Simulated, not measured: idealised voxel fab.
process module | voxel double patterning
cross-section cut | 265 nm wide | cells 5 nm
A cross-section is a grid of square cells, given in bands from the top down. A band is one or more rows of cells.
Each band's line starts with the height of the band's top and of its bottom, in nm. Then come its materials from left to right, each with its width in nm. One material with "throughout" fills the band from edge to edge. "air" is empty space.
Height 0 is the level under which the wafer as received is all one material. The lowest band goes on downwards, as in "0 down".
A width such as "30 to 40" changes by the same amount from each row of cells to the next, from the band's top row to its bottom row.
"no change" after a step means that no cell of the cross-section changed.
closed voids: empty space of 8 cells or more with no open way to the top, each as width x height at its distance from the left edge, in nm
after a step's settings: what the simulator itself notes on the step
overlay nm, on a step with a mask: how far to the right of its planned place the mask lay; to the left if negative
plan
1 op RECEIVE | material Si
2 op CONFORMAL_DEP | material SiO2 | thk nm 5
3 op DIRECTIONAL_DEP | material W | thk nm 10
4 op DIRECTIONAL_DEP | material SiCN | thk nm 10
5 op PATTERN | tone open | mask id FIRST | material resist | width nm 15 | pitch nm 50 | thk nm 15 | overlay nm 0
6 op DIRECTIONAL_ETCH | etch materials SiCN | depth nm 10
7 op STRIP | etch materials resist
8 op PATTERN | tone open | mask id SECOND | material resist | width nm 15 | thk nm 15 | overlay nm 0
9 op DIRECTIONAL_ETCH | etch materials SiCN | depth nm 10
10 op STRIP | etch materials resist
11 op DIRECTIONAL_ETCH | etch materials W | depth nm 20
12 op STRIP | etch materials SiCN
varied across the wafers: thk nm of step 3. The plan shows the first wafer's value. All wafers start alike
first wafer as received, after step 1
  0 down: Si throughout
  closed voids: none
each wafer at the end: cells of each material gained (+) or lost (-) since it was received, then its closed voids
thk nm 10 | +53 SiO2 | +88 W | closed voids: none
thk nm 15 | +53 SiO2 | +132 W | closed voids: none
thk nm 20 | +53 SiO2 | +176 W | closed voids: none
thk nm 25 | +53 SiO2 | +229 W | closed voids: none
thk nm 30 | +53 SiO2 | +282 W | closed voids: none
thk nm 35 | +53 SiO2 | +335 W | closed voids: none
